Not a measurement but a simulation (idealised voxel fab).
process module | voxel transistor to metal
cross-section cut | 205 nm wide | cells 5 nm
A cross-section is a grid of square cells, given in bands from the top down. A band is one or more rows of cells.
Each band's line starts with the height of the band's top and of its bottom, in nm. Then come its materials from left to right, each with its width in nm. One material with "throughout" fills the band from edge to edge. "air" is empty space.
Height 0 is the level under which the wafer as received is all one material. The lowest band goes on downwards, as in "0 down".
A width such as "30 to 40" changes by the same amount from each row of cells to the next, from the band's top row to its bottom row.
"no change" after a step means that no cell of the cross-section changed.
closed voids: empty space of 8 cells or more with no open way to the top, each as width x height at its distance from the left edge, in nm
after a step's settings: what the simulator itself notes on the step
overlay nm, on a step with a mask: how far to the right of its planned place the mask lay; to the left if negative
plan
1 op RECEIVE | material Si
2 op CONFORMAL_DEP | material SiO2 | thk nm 5
3 op CONFORMAL_DEP | material SiN | thk nm 15
4 op MASKED_ETCH | tone cover | mask id ACTIVE | width nm 95 | etch materials SiN | depth nm 15 | overlay nm 0
5 op MASKED_ETCH | tone cover | mask id ACTIVE | width nm 95 | etch materials SiO2 | depth nm 5 | overlay nm 0
6 op MASKED_ETCH | tone cover | mask id ACTIVE | width nm 95 | etch materials Si | depth nm 25 | overlay nm 0
7 op FILL_DEP | material SiO2 | thk nm 15
8 op CMP | height nm 20
9 op SELECTIVE_ETCH | etch materials SiO2 | depth nm 10
10 op STRIP | etch materials SiN
11 op SELECTIVE_ETCH | etch materials SiO2 | depth nm 5
12 op OXIDIZE | depth nm 5
13 op DIRECTIONAL_DEP | material polySi | thk nm 25
14 op DIRECTIONAL_DEP | material SiCN | thk nm 15
15 op PATTERN | tone cover | mask id GATE | material resist | width nm 25 | thk nm 15 | overlay nm 0
16 op DIRECTIONAL_ETCH | etch materials SiCN | depth nm 25
17 op DIRECTIONAL_ETCH | etch materials polySi | depth nm 35
18 op STRIP | etch materials resist
19 op CONFORMAL_DEP | material SiN | thk nm 10
20 op DIRECTIONAL_ETCH | etch materials SiN | depth nm 10
21 op DIRECTIONAL_ETCH | etch materials SiO2 | depth nm 5
22 op EPI | material SiGe | thk nm 5
23 op FILL_DEP | material SiO2 | thk nm 10
24 op CMP | height nm 40
25 op DIRECTIONAL_DEP | material SiO2 | thk nm 10
26 op PATTERN | tone open | mask id CONTACT | material resist | width nm 25 | pitch nm 60 | thk nm 15 | overlay nm 0
27 op DIRECTIONAL_ETCH | etch materials SiO2 | depth nm 50
28 op STRIP | etch materials resist
29 op CONFORMAL_DEP | material TiN | thk nm 5
30 op FILL_DEP | material Ru | thk nm 10
31 op CMP | height nm 50
32 op CONFORMAL_DEP | material SiN | thk nm 5
33 op DIRECTIONAL_DEP | material SiO2 | thk nm 15
34 op MASKED_ETCH | tone open | mask id METAL_1 | width nm 15 | pitch nm 70 | etch materials SiO2 | depth nm 15 | overlay nm 0
35 op MASKED_ETCH | tone open | mask id METAL_1 | width nm 15 | pitch nm 70 | etch materials SiN | depth nm 5 | overlay nm 0
36 op CONFORMAL_DEP | material TiN | thk nm 5
37 op FILL_DEP | material W | thk nm 5
38 op CMP | height nm 70
39 op CONFORMAL_DEP | material SiCN | thk nm 5
as received, after step 1
  0 down: Si throughout
  closed voids: none
first wafer at the end, as planned
  75 to 70: SiCN throughout
  70 to 55: SiO2 60 | TiN 5 | W 5 | TiN 5 | SiO2 55 | TiN 5 | W 5 | TiN 5 | SiO2 60
  55 to 50: SiN 60 | TiN 15 | SiN 55 | TiN 15 | SiN 60
  50 to 40: SiO2 60 | TiN 5 | Ru 15 to 10 | TiN 5 to 10 | SiO2 35 | TiN 5 to 10 | Ru 15 to 10 | TiN 5 | SiO2 60
  40 to 25: SiO2 60 | TiN 5 | Ru 10 | TiN 5 | SiN 10 | SiCN 25 | SiN 10 | TiN 5 | Ru 10 | TiN 5 | SiO2 60
  25 to 5: SiO2 60 | TiN 5 | Ru 10 | TiN 5 | SiN 10 | polySi 25 | SiN 10 | TiN 5 | Ru 10 | TiN 5 | SiO2 60
  5 to 0: SiO2 50 | SiN 10 | TiN 20 | SiN 10 | polySi 25 | SiN 10 | TiN 20 | SiN 10 | SiO2 50
  0 to -5: SiO2 60 | SiGe 20 | SiO2 45 | SiGe 20 | SiO2 60
  -5 to -25: SiO2 55 | Si 95 | SiO2 55
  -25 down: Si throughout
  closed voids: none
second wafer at the end: like start, like plan, one mistake
  75 to 70: SiCN throughout
  70 to 55: SiO2 60 | TiN 5 | W 5 | TiN 5 | SiO2 55 | TiN 5 | W 5 | TiN 5 | SiO2 60
  55 to 50: SiN 60 | TiN 15 | SiN 55 | TiN 15 | SiN 60
  50 to 45: SiO2 60 | TiN 5 | Ru 15 | TiN 5 | SiO2 35 | TiN 5 | Ru 15 | TiN 5 | SiO2 60
  45 to 40: SiO2 60 | TiN 25 | SiO2 35 | TiN 25 | SiO2 60
  40 to 25: TiN 80 | SiN 10 | SiCN 25 | SiN 10 | TiN 80
  25 to 5: TiN 80 | SiN 10 | polySi 25 | SiN 10 | TiN 80
  5 to 0: TiN 50 | SiN 10 | TiN 20 | SiN 10 | polySi 25 | SiN 10 | TiN 20 | SiN 10 | TiN 50
  0 to -5: SiO2 60 | SiGe 20 | SiO2 45 | SiGe 20 | SiO2 60
  -5 to -25: SiO2 55 | Si 95 | SiO2 55
  -25 down: Si throughout
  closed voids: none
what went wrong: step 23 ran as: op FILL_DEP | material TiN | thk nm 10
at the end the second wafer has, in cells: 32 fewer of Ru | 188 fewer of SiO2 | 220 more of TiN
